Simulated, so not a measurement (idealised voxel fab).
The document below concerns the process module designated voxel released beams.
In the cross-section labelled cut, the width is 220 nm and each square cell is 5 nm.
In what follows, cross-sections appear as grids of square cells, described through bands that run from the top down, where every band is one or more rows of cells.
Read a band's entry like this: the first values are the height of its top and the height of its bottom in nm, and what follows is the sequence of materials from left to right, each with its width in nm. Note that "empty" is empty space, and that a single material marked "all across" reaches across the band from edge to edge.
Counting heights begins at 0, where everything beneath is, in the wafer as received, one material. The lowest band has no bottom; it goes on downwards, as "0 nm and below" shows.
You'd read "30..40" like this: the band's top row of cells is as wide as the first number, its bottom row is as wide as the second, and going down, every row changes width by the same amount as the row before did.
It should be understood that the words "all unchanged", when stated for a given step, signify that the cross-section underwent no change in any of its cells during that step.
Any empty space of 8 cells or more lacking an open way to the top shows up in "Cavities, sealed" as width x height at distance, distance from the left edge, in nm.
Whatever follows a step's settings on its line is a remark the simulator itself makes about that step.
overlay nm, on a step with a mask: how far to the right of its planned place the mask lay; to the left if negative
**Process steps - plan**
1 RECEIVE | material Si
2 CONFORMAL_DEP | material SiN | thk nm 5
3 DIRECTIONAL_DEP | material SiO2 | thk nm 15
4 DIRECTIONAL_DEP | material aC | thk nm 15
5 PATTERN | tone open | mask id ANCHOR | material resist | width nm 30 | thk nm 30 | overlay nm 0
6 DIRECTIONAL_ETCH | etch materials aC | depth nm 15
7 STRIP | etch materials resist
8 DIRECTIONAL_ETCH | etch materials SiO2 | depth nm 15
9 STRIP | etch materials aC
10 CONFORMAL_DEP | material W | thk nm 10
11 DIRECTIONAL_DEP | material aC | thk nm 10
12 PATTERN | tone cover | mask id BEAM | material resist | width nm 105 | thk nm 25 | overlay nm 0
13 DIRECTIONAL_ETCH | etch materials aC | depth nm 10
14 STRIP | etch materials resist
15 DIRECTIONAL_ETCH | etch materials W | depth nm 10
16 STRIP | etch materials aC
17 STRIP | etch materials SiO2
**Cross-sectional view of the wafer in its as-received condition, corresponding to the state after step 1**
- 0 nm and below | Si all across
- Cavities, sealed: none
**Run as planned - first of the two wafers cross-sectioned at the end of the module**
- 30 nm to 20 nm | empty (55) / W (15) / empty (10) / W (80) / empty (60)
- 20 nm to 15 nm | empty (60) / W (10) / empty (10) / W (10) / empty (130)
- 15 nm to 5 nm | empty (60) / W (30) / empty (130)
- 5 nm to 0 nm | SiN all across
- 0 nm and below | Si all across
- Cavities, sealed: none
**Now the second wafer, cross-sectioned at the end of the module. Nothing different at the start, nothing different in the plan compared with the first, just one mistake when it was actually run**
- 30 nm to 20 nm | empty (55) / W (15) / empty (10) / W (80) / empty (60)
- 20 nm to 15 nm | empty (60) / W (10) / empty (10) / W (10) / empty (130)
- 15 nm to 5 nm | empty (60) / W (30) / empty (130)
- 5 nm to 0 nm | W all across
- 0 nm and below | Si all across
- Cavities, sealed: none
The plan and the run diverged here: step 2 was not run as planned; what actually ran was CONFORMAL_DEP | material W | thk nm 5
At the finish, the second wafer shows more or fewer cells for some materials than the first does: SiN: 44 fewer; W: 44 more
